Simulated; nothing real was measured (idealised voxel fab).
This section sets out a process module, namely voxel capacitor over wiring.
Cross-section cut: width 160 nm, square cells of 5 nm.
Heads up, the way a cross-section reads in here is a grid of square cells, handed over as bands from the top down, with every band being one or more rows of cells. Heights first: top, then bottom, in nm. Then materials, left to right, each with a width in nm. "everywhere" on a single material: fills the band edge to edge. "air": empty space. Below 0: as-received wafer, all one material; heights counted from there. Lowest band: no bottom, goes on down, written "0 nm and below". Note: "30->40" means the width goes from the first number (top row of the band) to the second number (bottom row) in equal steps per row of cells. Reading "remains unaltered" for a step: not a cell of the cross-section changed in it. Basically, "Sealed void inventory" tells you about the enclosed voids: empty spaces with no open way to the top, 8 cells or bigger, each written width x height at distance, where distance is from the left edge, all in nm. Note: text after step settings on the step line = simulator remark on that step. overlay nm: mask offset rightward from planned place, masked step; negative means leftward offset. Structure of the following material. The material consists of pairs of cross-sections. Each pair comprises the cross-section before one process step and the cross-section after that step, the latter shown only down to the lowest band that changed. The step between the cross-sections is specified beneath each pair, including its settings. Pairs are not necessarily consecutive: they may derive from different runs of this module performed on the same starting wafer. Continuity with the pair above is to be assumed only where the entry headed "Geometry before processing" of the pair in question states it.

Geometry before processing:
	95 nm to 85 nm = TiN=35 / air=15 / TiN=110
	85 nm to 75 nm = lowk=35 / air=15 / lowk=110
	75 nm to 65 nm = lowk=35 / TiN=15 / lowk=110
	65 nm to 45 nm = lowk everywhere
	45 nm to 40 nm = SiCN everywhere
	40 nm to 15 nm = SiO2=30 / TiN=5 / Cu=10 / TiN=5 / SiO2=55 / TiN=5 / Cu=10 / TiN=5 / SiO2=35
	15 nm to 10 nm = SiCN=30 / TiN=20 / SiCN=55 / TiN=20 / SiCN=35
	10 nm to 0 nm = SiO2 everywhere
	0 nm and below = Si everywhere
	Sealed void inventory: none

Resulting Structure:
	100 nm to 95 nm = Al2O3=35 / air=15 / Al2O3=110
	95 nm to 85 nm = TiN=35 / air=15 / TiN=110
	85 nm to 80 nm = lowk=35 / air=15 / lowk=110
	80 nm to 75 nm = lowk=35 / Al2O3=15 / lowk=110
	Everything below 75 is unchanged.
	Sealed void inventory: none
The step that takes the structure from the upper cross-section to the lower one is DIRECTIONAL_DEP with material Al2O3, thk nm 5

Geometry before processing: after-state, pair directly above.

Resulting Structure:
	105 nm to 100 nm = TiN=35 / air=15 / TiN=110
	100 nm to 95 nm = Al2O3=35 / air=15 / Al2O3=110
	95 nm to 85 nm = TiN=35 / air=15 / TiN=110
	85 nm to 80 nm = lowk=35 / TiN=15 / lowk=110
	Everything below 80 is unchanged.
	Sealed void inventory: none
The step that takes the structure from the upper cross-section to the lower one is DIRECTIONAL_DEP with material TiN, thk nm 5

Geometry before processing: after-state, pair directly above.

Resulting Structure:
	120 nm to 105 nm = air=35 / resist=60 / air=65
	105 nm to 100 nm = TiN=35 / resist=15 / TiN=110
	100 nm to 95 nm = Al2O3=35 / resist=15 / Al2O3=110
	95 nm to 85 nm = TiN=35 / resist=15 / TiN=110
	Everything below 85 is unchanged.
	Sealed void inventory: none
The step that takes the structure from the upper cross-section to the lower one is PATTERN with tone cover, mask id UPPER_PLATE, material resist, width nm 60, thk nm 15, overlay nm 0

Geometry before processing: after-state, pair directly above.

Resulting Structure:
	120 nm to 105 nm = air=35 / resist=60 / air=65
	105 nm to 100 nm = air=35 / resist=15 / TiN=45 / air=65
	Everything below 100 is unchanged.
	Sealed void inventory: none
The step that takes the structure from the upper cross-section to the lower one is DIRECTIONAL_ETCH with etch materials TiN, depth nm 5

Geometry before processing: after-state, pair directly above.

Resulting Structure:
	120 nm to 105 nm = air=35 / resist=60 / air=65
	105 nm to 100 nm = air=35 / resist=15 / TiN=45 / air=65
	100 nm to 95 nm = air=35 / resist=15 / Al2O3=45 / air=65
	Everything below 95 is unchanged.
	Sealed void inventory: none
The step that takes the structure from the upper cross-section to the lower one is DIRECTIONAL_ETCH with etch materials Al2O3, depth nm 5

Geometry before processing: after-state, pair directly above.

Resulting Structure:
	105 nm to 100 nm = air=50 / TiN=45 / air=65
	100 nm to 95 nm = air=50 / Al2O3=45 / air=65
	95 nm to 85 nm = TiN=35 / air=15 / TiN=110
	Everything below 85 is unchanged.
	Sealed void inventory: none
The step that takes the structure from the upper cross-section to the lower one is STRIP with etch materials resist

Geometry before processing: after-state, pair directly above.

Resulting Structure:
	120 nm to 105 nm = air=30 / resist=70 / air=60
	105 nm to 100 nm = air=30 / resist=20 / TiN=45 / resist=5 / air=60
	100 nm to 95 nm = air=30 / resist=20 / Al2O3=45 / resist=5 / air=60
	95 nm to 85 nm = TiN=35 / resist=15 / TiN=110
	Everything below 85 is unchanged.
	Sealed void inventory: none
The step that takes the structure from the upper cross-section to the lower one is PATTERN with tone cover, mask id LOWER_PLATE, material resist, width nm 70, thk nm 15, overlay nm 0

Geometry before processing: after-state, pair directly above.

Resulting Structure:
	120 nm to 105 nm = air=30 / resist=70 / air=60
	105 nm to 100 nm = air=30 / resist=20 / TiN=45 / resist=5 / air=60
	100 nm to 95 nm = air=30 / resist=20 / Al2O3=45 / resist=5 / air=60
	95 nm to 85 nm = air=30 / TiN=5 / resist=15 / TiN=50 / air=60
	Everything below 85 is unchanged.
	Sealed void inventory: none
The step that takes the structure from the upper cross-section to the lower one is DIRECTIONAL_ETCH with etch materials TiN, depth nm 10

Geometry before processing: after-state, pair directly above.

Resulting Structure:
	105 nm to 100 nm = air=50 / TiN=45 / air=65
	100 nm to 95 nm = air=50 / Al2O3=45 / air=65
	95 nm to 85 nm = air=30 / TiN=5 / air=15 / TiN=50 / air=60
	Everything below 85 is unchanged.
	Sealed void inventory: none
The step that takes the structure from the upper cross-section to the lower one is STRIP with etch materials resist

Geometry before processing: after-state, pair directly above.

Resulting Structure:
	125 nm to 105 nm = SiO2 everywhere
	105 nm to 100 nm = SiO2=50 / TiN=45 / SiO2=65
	100 nm to 95 nm = SiO2=50 / Al2O3=45 / SiO2=65
	95 nm to 85 nm = SiO2=30 / TiN=5 / SiO2=15 / TiN=50 / SiO2=60
	Everything below 85 is unchanged.
	Sealed void inventory: none
The step that takes the structure from the upper cross-section to the lower one is FILL_DEP with material SiO2, thk nm 20

Geometry before processing: after-state, pair directly above.

Resulting Structure:
	100 nm to 95 nm = SiO2=50 / Al2O3=45 / SiO2=65
	Everything below 95 is unchanged.
	Sealed void inventory: none
The step that takes the structure from the upper cross-section to the lower one is CMP with height nm 100

Geometry before processing: after-state, pair directly above.

Resulting Structure:
	115 nm to 100 nm = aC everywhere
	Everything below 100 is unchanged.
	Sealed void inventory: none
The step that takes the structure from the upper cross-section to the lower one is DIRECTIONAL_DEP with material aC, thk nm 15

Geometry before processing: after-state, pair directly above.

Resulting Structure:
	145 nm to 115 nm = resist=45 / air=15 / resist=100
	Everything below 115 is unchanged.
	Sealed void inventory: none
The step that takes the structure from the upper cross-section to the lower one is PATTERN with tone open, mask id PLUG_2, material resist, width nm 15, thk nm 30, overlay nm 0

Geometry before processing: after-state, pair directly above.

Resulting Structure:
	130 nm to 115 nm = resist=45 / air=15 / resist=100
	115 nm to 100 nm = aC=45 / air=15 / aC=100
	Everything below 100 is unchanged.
	Sealed void inventory: none
The step that takes the structure from the upper cross-section to the lower one is DIRECTIONAL_ETCH with etch materials aC, depth nm 15

Geometry before processing: after-state, pair directly above.

Resulting Structure:
	115 nm to 100 nm = aC=45 / air=15 / aC=100
	Everything below 100 is unchanged.
	Sealed void inventory: none
The step that takes the structure from the upper cross-section to the lower one is STRIP with etch materials resist

Geometry before processing: after-state, pair directly above.

Resulting Structure:
	115 nm to 100 nm = aC=45 / air=15 / aC=100
	100 nm to 95 nm = SiO2=45 / air=5 / Al2O3=45 / SiO2=65
	95 nm to 85 nm = SiO2=30 / TiN=5 / SiO2=10 / air=5 / TiN=50 / SiO2=60
	Everything below 85 is unchanged.
	Sealed void inventory: none
The step that takes the structure from the upper cross-section to the lower one is DIRECTIONAL_ETCH with etch materials SiO2, depth nm 15

Geometry before processing: after-state, pair directly above.

Resulting Structure:
	100 nm to 95 nm = SiO2=45 / air=5 / Al2O3=45 / SiO2=65
	Everything below 95 is unchanged.
	Sealed void inventory: none
The step that takes the structure from the upper cross-section to the lower one is STRIP with etch materials aC

Geometry before processing: after-state, pair directly above.

Resulting Structure:
	105 nm to 100 nm = TiN everywhere
	100 nm to 95 nm = SiO2=45 / TiN=5 / Al2O3=45 / SiO2=65
	95 nm to 85 nm = SiO2=30 / TiN=5 / SiO2=10 / TiN=55 / SiO2=60
	Everything below 85 is unchanged.
	Sealed void inventory: none
The step that takes the structure from the upper cross-section to the lower one is CONFORMAL_DEP with material TiN, thk nm 5

Geometry before processing: after-state, pair directly above.

Resulting Structure:
	110 nm to 105 nm = Cu everywhere
	Everything below 105 is unchanged.
	Sealed void inventory: none
The step that takes the structure from the upper cross-section to the lower one is FILL_DEP with material Cu, thk nm 5

Geometry before processing: after-state, pair directly above.

Resulting Structure:
	100 nm to 95 nm = SiO2=45 / TiN=5 / Al2O3=45 / SiO2=65
	Everything below 95 is unchanged.
	Sealed void inventory: none
The step that takes the structure from the upper cross-section to the lower one is CMP with height nm 100

Geometry before processing: after-state, pair directly above.

Resulting Structure:
	105 nm to 100 nm = SiCN everywhere
	Everything below 100 is unchanged.
	Sealed void inventory: none
The step that takes the structure from the upper cross-section to the lower one is CONFORMAL_DEP with material SiCN, thk nm 5

Geometry before processing:
	75 nm to 65 nm = TiN everywhere
	65 nm to 45 nm = lowk=35 / Ru=15 / lowk=110
	45 nm to 40 nm = SiCN=35 / Ru=15 / SiCN=110
	40 nm to 15 nm = SiO2=30 / TiN=5 / Cu=10 / TiN=5 / SiO2=55 / TiN=5 / Cu=10 / TiN=5 / SiO2=35
	15 nm to 10 nm = SiCN=30 / TiN=20 / SiCN=55 / TiN=20 / SiCN=35
	10 nm to 0 nm = SiO2 everywhere
	0 nm and below = Si everywhere
	Sealed void inventory: none

Resulting Structure:
	80 nm to 65 nm = TiN everywhere
	Everything below 65 is unchanged.
	Sealed void inventory: none
The step that takes the structure from the upper cross-section to the lower one is DIRECTIONAL_DEP with material TiN, thk nm 5

Geometry before processing: after-state, pair directly above.

Resulting Structure:
	85 nm to 80 nm = Al2O3 everywhere
	Everything below 80 is unchanged.
	Sealed void inventory: none
The step that takes the structure from the upper cross-section to the lower one is DIRECTIONAL_DEP with material Al2O3, thk nm 5

Geometry before processing: after-state, pair directly above.

Resulting Structure:
	100 nm to 85 nm = air=35 / resist=60 / air=65
	Everything below 85 is unchanged.
	Sealed void inventory: none
The step that takes the structure from the upper cross-section to the lower one is PATTERN with tone cover, mask id UPPER_PLATE, material resist, width nm 60, thk nm 15, overlay nm 0

Geometry before processing: after-state, pair directly above.

Resulting Structure:
	100 nm to 85 nm = air=35 / resist=60 / air=65
	85 nm to 80 nm = air=35 / Al2O3=60 / air=65
	Everything below 80 is unchanged.
	Sealed void inventory: none
The step that takes the structure from the upper cross-section to the lower one is DIRECTIONAL_ETCH with etch materials Al2O3, depth nm 5

Geometry before processing: after-state, pair directly above.

Resulting Structure:
	85 nm to 80 nm = air=35 / Al2O3=60 / air=65
	Everything below 80 is unchanged.
	Sealed void inventory: none
The step that takes the structure from the upper cross-section to the lower one is STRIP with etch materials resist

Geometry before processing: after-state, pair directly above.

Resulting Structure:
	100 nm to 85 nm = air=30 / resist=70 / air=60
	85 nm to 80 nm = air=30 / resist=5 / Al2O3=60 / resist=5 / air=60
	Everything below 80 is unchanged.
	Sealed void inventory: none
The step that takes the structure from the upper cross-section to the lower one is PATTERN with tone cover, mask id LOWER_PLATE, material resist, width nm 70, thk nm 15, overlay nm 0

Geometry before processing: after-state, pair directly above.

Resulting Structure:
	100 nm to 85 nm = air=30 / resist=70 / air=60
	85 nm to 80 nm = air=30 / resist=5 / Al2O3=60 / resist=5 / air=60
	80 nm to 70 nm = air=30 / TiN=70 / air=60
	Everything below 70 is unchanged.
	Sealed void inventory: none
The step that takes the structure from the upper cross-section to the lower one is DIRECTIONAL_ETCH with etch materials TiN, depth nm 10

Geometry before processing: after-state, pair directly above.

Resulting Structure:
	85 nm to 80 nm = air=35 / Al2O3=60 / air=65
	Everything below 80 is unchanged.
	Sealed void inventory: none
The step that takes the structure from the upper cross-section to the lower one is STRIP with etch materials resist

Geometry before processing: after-state, pair directly above.

Resulting Structure:
	105 nm to 85 nm = SiO2 everywhere
	85 nm to 80 nm = SiO2=35 / Al2O3=60 / SiO2=65
	80 nm to 70 nm = SiO2=30 / TiN=70 / SiO2=60
	Everything below 70 is unchanged.
	Sealed void inventory: none
The step that takes the structure from the upper cross-section to the lower one is FILL_DEP with material SiO2, thk nm 20

Geometry before processing: after-state, pair directly above.

Resulting Structure:
	100 nm to 85 nm = SiO2 everywhere
	Everything below 85 is unchanged.
	Sealed void inventory: none
The step that takes the structure from the upper cross-section to the lower one is CMP with height nm 100

Geometry before processing: after-state, pair directly above.

Resulting Structure:
	115 nm to 100 nm = aC everywhere
	Everything below 100 is unchanged.
	Sealed void inventory: none
The step that takes the structure from the upper cross-section to the lower one is DIRECTIONAL_DEP with material aC, thk nm 15

Geometry before processing: after-state, pair directly above.

Resulting Structure:
	145 nm to 115 nm = resist=45 / air=15 / resist=100
	Everything below 115 is unchanged.
	Sealed void inventory: none
The step that takes the structure from the upper cross-section to the lower one is PATTERN with tone open, mask id PLUG_2, material resist, width nm 15, thk nm 30, overlay nm 0

Geometry before processing: after-state, pair directly above.

Resulting Structure:
	130 nm to 115 nm = resist=45 / air=15 / resist=100
	115 nm to 100 nm = aC=45 / air=15 / aC=100
	Everything below 100 is unchanged.
	Sealed void inventory: none
The step that takes the structure from the upper cross-section to the lower one is DIRECTIONAL_ETCH with etch materials aC, depth nm 15

Geometry before processing: after-state, pair directly above.

Resulting Structure:
	115 nm to 100 nm = aC=45 / air=15 / aC=100
	Everything below 100 is unchanged.
	Sealed void inventory: none
The step that takes the structure from the upper cross-section to the lower one is STRIP with etch materials resist

Geometry before processing: after-state, pair directly above.

Resulting Structure:
	115 nm to 100 nm = aC=45 / air=15 / aC=100
	100 nm to 85 nm = SiO2=45 / air=15 / SiO2=100
	Everything below 85 is unchanged.
	Sealed void inventory: none
The step that takes the structure from the upper cross-section to the lower one is DIRECTIONAL_ETCH with etch materials SiO2, depth nm 15

Geometry before processing: after-state, pair directly above.

Resulting Structure:
	100 nm to 85 nm = SiO2=45 / air=15 / SiO2=100
	Everything below 85 is unchanged.
	Sealed void inventory: none
The step that takes the structure from the upper cross-section to the lower one is STRIP with etch materials aC

Geometry before processing: after-state, pair directly above.

Resulting Structure:
	105 nm to 100 nm = TiN=50 / air=5 / TiN=105
	100 nm to 90 nm = SiO2=45 / TiN=5 / air=5 / TiN=5 / SiO2=100
	90 nm to 85 nm = SiO2=45 / TiN=15 / SiO2=100
	Everything below 85 is unchanged.
	Sealed void inventory: none
The step that takes the structure from the upper cross-section to the lower one is CONFORMAL_DEP with material TiN, thk nm 5

Geometry before processing: after-state, pair directly above.

Resulting Structure:
	110 nm to 105 nm = Cu everywhere
	105 nm to 100 nm = TiN=50 / Cu=5 / TiN=105
	100 nm to 90 nm = SiO2=45 / TiN=5 / Cu=5 / TiN=5 / SiO2=100
	Everything below 90 is unchanged.
	Sealed void inventory: none
The step that takes the structure from the upper cross-section to the lower one is FILL_DEP with material Cu, thk nm 5

Geometry before processing: after-state, pair directly above.

Resulting Structure:
	100 nm to 90 nm = SiO2=45 / TiN=5 / Cu=5 / TiN=5 / SiO2=100
	Everything below 90 is unchanged.
	Sealed void inventory: none
The step that takes the structure from the upper cross-section to the lower one is CMP with height nm 100

Geometry before processing: after-state, pair directly above.

Resulting Structure:
	105 nm to 100 nm = SiCN everywhere
	Everything below 100 is unchanged.
	Sealed void inventory: none
The step that takes the structure from the upper cross-section to the lower one is CONFORMAL_DEP with material SiCN, thk nm 5

Geometry before processing:
	100 nm to 90 nm = SiO2=45 / TiN=5 / Cu=5 / TiN=5 / SiO2=100
	90 nm to 80 nm = SiO2=45->35 / TiN=15->60 / SiO2=100->65
	80 nm to 75 nm = SiO2=35 / Al2O3=60 / SiO2=65
	75 nm to 65 nm = SiO2=30 / TiN=70 / SiO2=60
	65 nm to 45 nm = lowk=35 / Ru=15 / lowk=110
	45 nm to 40 nm = SiCN=35 / Ru=15 / SiCN=110
	40 nm to 15 nm = SiO2=30 / TiN=5 / Cu=10 / TiN=5 / SiO2=55 / TiN=5 / Cu=10 / TiN=5 / SiO2=35
	15 nm to 10 nm = SiCN=30 / TiN=20 / SiCN=55 / TiN=20 / SiCN=35
	10 nm to 0 nm = SiO2 everywhere
	0 nm and below = Si everywhere
	Sealed void inventory: none

Resulting Structure:
	115 nm to 100 nm = SiCN everywhere
	Everything below 100 is unchanged.
	Sealed void inventory: none
The step that takes the structure from the upper cross-section to the lower one is CONFORMAL_DEP with material SiCN, thk nm 15

Geometry before processing:
	115 nm to 100 nm = aC everywhere
	100 nm to 85 nm = SiO2 everywhere
	85 nm to 80 nm = SiO2=35 / TiN=60 / SiO2=65
	80 nm to 75 nm = SiO2=35 / Al2O3=60 / SiO2=65
	75 nm to 65 nm = SiO2=30 / TiN=70 / SiO2=60
	65 nm to 45 nm = lowk=35 / Ru=15 / lowk=110
	45 nm to 40 nm = SiCN=35 / Ru=15 / SiCN=110
	40 nm to 15 nm = SiO2=30 / TiN=5 / Cu=10 / TiN=5 / SiO2=55 / TiN=5 / Cu=10 / TiN=5 / SiO2=35
	15 nm to 10 nm = SiCN=30 / TiN=20 / SiCN=55 / TiN=20 / SiCN=35
	10 nm to 0 nm = SiO2 everywhere
	0 nm and below = Si everywhere
	Sealed void inventory: none

Resulting Structure:
	145 nm to 115 nm = resist=45 / air=20 / resist=95
	Everything below 115 is unchanged.
	Sealed void inventory: none
The step that takes the structure from the upper cross-section to the lower one is PATTERN with tone open, mask id PLUG_2, material resist, width nm 20, thk nm 30, overlay nm 0

Geometry before processing: after-state, pair directly above.

Resulting Structure:
	130 nm to 115 nm = resist=45 / air=20 / resist=95
	115 nm to 100 nm = aC=45 / air=20 / aC=95
	Everything below 100 is unchanged.
	Sealed void inventory: none
The step that takes the structure from the upper cross-section to the lower one is DIRECTIONAL_ETCH with etch materials aC, depth nm 15

Geometry before processing: after-state, pair directly above.

Resulting Structure:
	115 nm to 100 nm = aC=45 / air=20 / aC=95
	Everything below 100 is unchanged.
	Sealed void inventory: none
The step that takes the structure from the upper cross-section to the lower one is STRIP with etch materials resist

Geometry before processing: after-state, pair directly above.

Resulting Structure:
	115 nm to 100 nm = aC=45 / air=20 / aC=95
	100 nm to 85 nm = SiO2=45 / air=20 / SiO2=95
	Everything below 85 is unchanged.
	Sealed void inventory: none
The step that takes the structure from the upper cross-section to the lower one is DIRECTIONAL_ETCH with etch materials SiO2, depth nm 15

Geometry before processing: after-state, pair directly above.

Resulting Structure:
	100 nm to 85 nm = SiO2=45 / air=20 / SiO2=95
	Everything below 85 is unchanged.
	Sealed void inventory: none
The step that takes the structure from the upper cross-section to the lower one is STRIP with etch materials aC

Geometry before processing: after-state, pair directly above.

Resulting Structure:
	105 nm to 100 nm = TiN=50 / air=10 / TiN=100
	100 nm to 90 nm = SiO2=45 / TiN=5 / air=10 / TiN=5 / SiO2=95
	90 nm to 80 nm = SiO2=45->35 / TiN=20->60 / SiO2=95->65
	Everything below 80 is unchanged.
	Sealed void inventory: none
The step that takes the structure from the upper cross-section to the lower one is CONFORMAL_DEP with material TiN, thk nm 5

Geometry before processing: after-state, pair directly above.

Resulting Structure:
	110 nm to 105 nm = Cu everywhere
	105 nm to 100 nm = TiN=50 / Cu=10 / TiN=100
	100 nm to 90 nm = SiO2=45 / TiN=5 / Cu=10 / TiN=5 / SiO2=95
	Everything below 90 is unchanged.
	Sealed void inventory: none
The step that takes the structure from the upper cross-section to the lower one is FILL_DEP with material Cu, thk nm 5

Geometry before processing: after-state, pair directly above.

Resulting Structure:
	100 nm to 90 nm = SiO2=45 / TiN=5 / Cu=10 / TiN=5 / SiO2=95
	Everything below 90 is unchanged.
	Sealed void inventory: none
The step that takes the structure from the upper cross-section to the lower one is CMP with height nm 100

Geometry before processing: after-state, pair directly above.

Resulting Structure:
	105 nm to 100 nm = SiCN everywhere
	Everything below 100 is unchanged.
	Sealed void inventory: none
The step that takes the structure from the upper cross-section to the lower one is CONFORMAL_DEP with material SiCN, thk nm 5

Geometry before processing:
	85 nm to 80 nm = TiN everywhere
	80 nm to 75 nm = Al2O3 everywhere
	75 nm to 65 nm = TiN everywhere
	65 nm to 45 nm = lowk=35 / Ru=15 / lowk=110
	45 nm to 40 nm = SiCN=35 / Ru=15 / SiCN=110
	40 nm to 15 nm = SiO2=30 / TiN=5 / Cu=10 / TiN=5 / SiO2=55 / TiN=5 / Cu=10 / TiN=5 / SiO2=35
	15 nm to 10 nm = SiCN=30 / TiN=20 / SiCN=55 / TiN=20 / SiCN=35
	10 nm to 0 nm = SiO2 everywhere
	0 nm and below = Si everywhere
	Sealed void inventory: none

Resulting Structure:
	100 nm to 85 nm = air=25 / resist=60 / air=75
	Everything below 85 is unchanged.
	Sealed void inventory: none
The step that takes the structure from the upper cross-section to the lower one is PATTERN with tone cover, mask id UPPER_PLATE, material resist, width nm 60, thk nm 15, overlay nm -10

Geometry before processing: after-state, pair directly above.

Resulting Structure:
	100 nm to 85 nm = air=25 / resist=60 / air=75
	85 nm to 80 nm = air=25 / TiN=60 / air=75
	Everything below 80 is unchanged.
	Sealed void inventory: none
The step that takes the structure from the upper cross-section to the lower one is DIRECTIONAL_ETCH with etch materials TiN, depth nm 5

Geometry before processing: after-state, pair directly above.

Resulting Structure:
	100 nm to 85 nm = air=25 / resist=60 / air=75
	85 nm to 80 nm = air=25 / TiN=60 / air=75
	80 nm to 75 nm = air=25 / Al2O3=60 / air=75
	Everything below 75 is unchanged.
	Sealed void inventory: none
The step that takes the structure from the upper cross-section to the lower one is DIRECTIONAL_ETCH with etch materials Al2O3, depth nm 5

Geometry before processing: after-state, pair directly above.

Resulting Structure:
	85 nm to 80 nm = air=25 / TiN=60 / air=75
	Everything below 80 is unchanged.
	Sealed void inventory: none
The step that takes the structure from the upper cross-section to the lower one is STRIP with etch materials resist

Geometry before processing: after-state, pair directly above.

Resulting Structure:
	100 nm to 85 nm = air=30 / resist=70 / air=60
	85 nm to 80 nm = air=25 / TiN=60 / resist=15 / air=60
	80 nm to 75 nm = air=25 / Al2O3=60 / resist=15 / air=60
	Everything below 75 is unchanged.
	Sealed void inventory: none
The step that takes the structure from the upper cross-section to the lower one is PATTERN with tone cover, mask id LOWER_PLATE, material resist, width nm 70, thk nm 15, overlay nm 0

Geometry before processing: after-state, pair directly above.

Resulting Structure:
	100 nm to 85 nm = air=30 / resist=70 / air=60
	85 nm to 80 nm = air=30 / TiN=55 / resist=15 / air=60
	80 nm to 75 nm = air=25 / Al2O3=60 / resist=15 / air=60
	75 nm to 65 nm = air=25 / TiN=75 / air=60
	Everything below 65 is unchanged.
	Sealed void inventory: none
The step that takes the structure from the upper cross-section to the lower one is DIRECTIONAL_ETCH with etch materials TiN, depth nm 10

Geometry before processing: after-state, pair directly above.

Resulting Structure:
	85 nm to 80 nm = air=30 / TiN=55 / air=75
	80 nm to 75 nm = air=25 / Al2O3=60 / air=75
	Everything below 75 is unchanged.
	Sealed void inventory: none
The step that takes the structure from the upper cross-section to the lower one is STRIP with etch materials resist

Geometry before processing: after-state, pair directly above.

Resulting Structure:
	105 nm to 85 nm = SiO2 everywhere
	85 nm to 80 nm = SiO2=30 / TiN=55 / SiO2=75
	80 nm to 75 nm = SiO2=25 / Al2O3=60 / SiO2=75
	75 nm to 65 nm = SiO2=25 / TiN=75 / SiO2=60
	Everything below 65 is unchanged.
	Sealed void inventory: none
The step that takes the structure from the upper cross-section to the lower one is FILL_DEP with material SiO2, thk nm 20

Geometry before processing: after-state, pair directly above.

Resulting Structure:
	100 nm to 85 nm = SiO2 everywhere
	Everything below 85 is unchanged.
	Sealed void inventory: none
The step that takes the structure from the upper cross-section to the lower one is CMP with height nm 100

Geometry before processing: after-state, pair directly above.

Resulting Structure:
	115 nm to 100 nm = aC everywhere
	Everything below 100 is unchanged.
	Sealed void inventory: none
The step that takes the structure from the upper cross-section to the lower one is DIRECTIONAL_DEP with material aC, thk nm 15

Geometry before processing: after-state, pair directly above.

Resulting Structure:
	145 nm to 115 nm = resist=45 / air=15 / resist=100
	Everything below 115 is unchanged.
	Sealed void inventory: none
The step that takes the structure from the upper cross-section to the lower one is PATTERN with tone open, mask id PLUG_2, material resist, width nm 15, thk nm 30, overlay nm 0

Geometry before processing: after-state, pair directly above.

Resulting Structure:
	130 nm to 115 nm = resist=45 / air=15 / resist=100
	115 nm to 100 nm = aC=45 / air=15 / aC=100
	Everything below 100 is unchanged.
	Sealed void inventory: none
The step that takes the structure from the upper cross-section to the lower one is DIRECTIONAL_ETCH with etch materials aC, depth nm 15

Geometry before processing: after-state, pair directly above.

Resulting Structure:
	115 nm to 100 nm = aC=45 / air=15 / aC=100
	Everything below 100 is unchanged.
	Sealed void inventory: none
The step that takes the structure from the upper cross-section to the lower one is STRIP with etch materials resist

Geometry before processing: after-state, pair directly above.

Resulting Structure:
	115 nm to 100 nm = aC=45 / air=15 / aC=100
	100 nm to 85 nm = SiO2=45 / air=15 / SiO2=100
	Everything below 85 is unchanged.
	Sealed void inventory: none
The step that takes the structure from the upper cross-section to the lower one is DIRECTIONAL_ETCH with etch materials SiO2, depth nm 15

Geometry before processing: after-state, pair directly above.

Resulting Structure:
	100 nm to 85 nm = SiO2=45 / air=15 / SiO2=100
	Everything below 85 is unchanged.
	Sealed void inventory: none
The step that takes the structure from the upper cross-section to the lower one is STRIP with etch materials aC

Geometry before processing: after-state, pair directly above.

Resulting Structure:
	105 nm to 100 nm = TiN=50 / air=5 / TiN=105
	100 nm to 90 nm = SiO2=45 / TiN=5 / air=5 / TiN=5 / SiO2=100
	90 nm to 80 nm = SiO2=45->30 / TiN=15->55 / SiO2=100->75
	Everything below 80 is unchanged.
	Sealed void inventory: none
The step that takes the structure from the upper cross-section to the lower one is CONFORMAL_DEP with material TiN, thk nm 5

Geometry before processing: after-state, pair directly above.

Resulting Structure:
	110 nm to 105 nm = Cu everywhere
	105 nm to 100 nm = TiN=50 / Cu=5 / TiN=105
	100 nm to 90 nm = SiO2=45 / TiN=5 / Cu=5 / TiN=5 / SiO2=100
	Everything below 90 is unchanged.
	Sealed void inventory: none
The step that takes the structure from the upper cross-section to the lower one is FILL_DEP with material Cu, thk nm 5

Geometry before processing: after-state, pair directly above.

Resulting Structure:
	100 nm to 90 nm = SiO2=45 / TiN=5 / Cu=5 / TiN=5 / SiO2=100
	Everything below 90 is unchanged.
	Sealed void inventory: none
The step that takes the structure from the upper cross-section to the lower one is CMP with height nm 100

Geometry before processing: after-state, pair directly above.

Resulting Structure:
	105 nm to 100 nm = SiCN everywhere
	Everything below 100 is unchanged.
	Sealed void inventory: none
The step that takes the structure from the upper cross-section to the lower one is CONFORMAL_DEP with material SiCN, thk nm 5

Geometry before processing:
	75 nm to 65 nm = TiN everywhere
	65 nm to 45 nm = lowk=35 / Ru=15 / lowk=110
	45 nm to 40 nm = SiCN=35 / Ru=15 / SiCN=110
	40 nm to 15 nm = SiO2=30 / TiN=5 / Cu=10 / TiN=5 / SiO2=55 / TiN=5 / Cu=10 / TiN=5 / SiO2=35
	15 nm to 10 nm = SiCN=30 / TiN=20 / SiCN=55 / TiN=20 / SiCN=35
	10 nm to 0 nm = SiO2 everywhere
	0 nm and below = Si everywhere
	Sealed void inventory: none

Resulting Structure:
	80 nm to 75 nm = Ru everywhere
	Everything below 75 is unchanged.
	Sealed void inventory: none
The step that takes the structure from the upper cross-section to the lower one is DIRECTIONAL_DEP with material Ru, thk nm 5

Geometry before processing: after-state, pair directly above.

Resulting Structure:
	85 nm to 80 nm = TiN everywhere
	Everything below 80 is unchanged.
	Sealed void inventory: none
The step that takes the structure from the upper cross-section to the lower one is DIRECTIONAL_DEP with material TiN, thk nm 5

Geometry before processing: after-state, pair directly above.

Resulting Structure:
	100 nm to 85 nm = air=35 / resist=60 / air=65
	Everything below 85 is unchanged.
	Sealed void inventory: none
The step that takes the structure from the upper cross-section to the lower one is PATTERN with tone cover, mask id UPPER_PLATE, material resist, width nm 60, thk nm 15, overlay nm 0

Geometry before processing: after-state, pair directly above.

Resulting Structure:
	100 nm to 85 nm = air=35 / resist=60 / air=65
	85 nm to 80 nm = air=35 / TiN=60 / air=65
	Everything below 80 is unchanged.
	Sealed void inventory: none
The step that takes the structure from the upper cross-section to the lower one is DIRECTIONAL_ETCH with etch materials TiN, depth nm 5

Geometry before processing: after-state, pair directly above.

Resulting Structure:
	85 nm to 80 nm = air=35 / TiN=60 / air=65
	Everything below 80 is unchanged.
	Sealed void inventory: none
The step that takes the structure from the upper cross-section to the lower one is STRIP with etch materials resist

Geometry before processing: after-state, pair directly above.

Resulting Structure:
	100 nm to 85 nm = air=30 / resist=70 / air=60
	85 nm to 80 nm = air=30 / resist=5 / TiN=60 / resist=5 / air=60
	Everything below 80 is unchanged.
	Sealed void inventory: none
The step that takes the structure from the upper cross-section to the lower one is PATTERN with tone cover, mask id LOWER_PLATE, material resist, width nm 70, thk nm 15, overlay nm 0

Geometry before processing: after-state, pair directly above.

Resulting Structure:
	85 nm to 80 nm = air=35 / TiN=60 / air=65
	Everything below 80 is unchanged.
	Sealed void inventory: none
The step that takes the structure from the upper cross-section to the lower one is STRIP with etch materials resist

Geometry before processing: after-state, pair directly above.

Resulting Structure:
	105 nm to 85 nm = SiO2 everywhere
	85 nm to 80 nm = SiO2=35 / TiN=60 / SiO2=65
	Everything below 80 is unchanged.
	Sealed void inventory: none
The step that takes the structure from the upper cross-section to the lower one is FILL_DEP with material SiO2, thk nm 20

Geometry before processing: after-state, pair directly above.

Resulting Structure:
	100 nm to 85 nm = SiO2 everywhere
	Everything below 85 is unchanged.
	Sealed void inventory: none
The step that takes the structure from the upper cross-section to the lower one is CMP with height nm 100
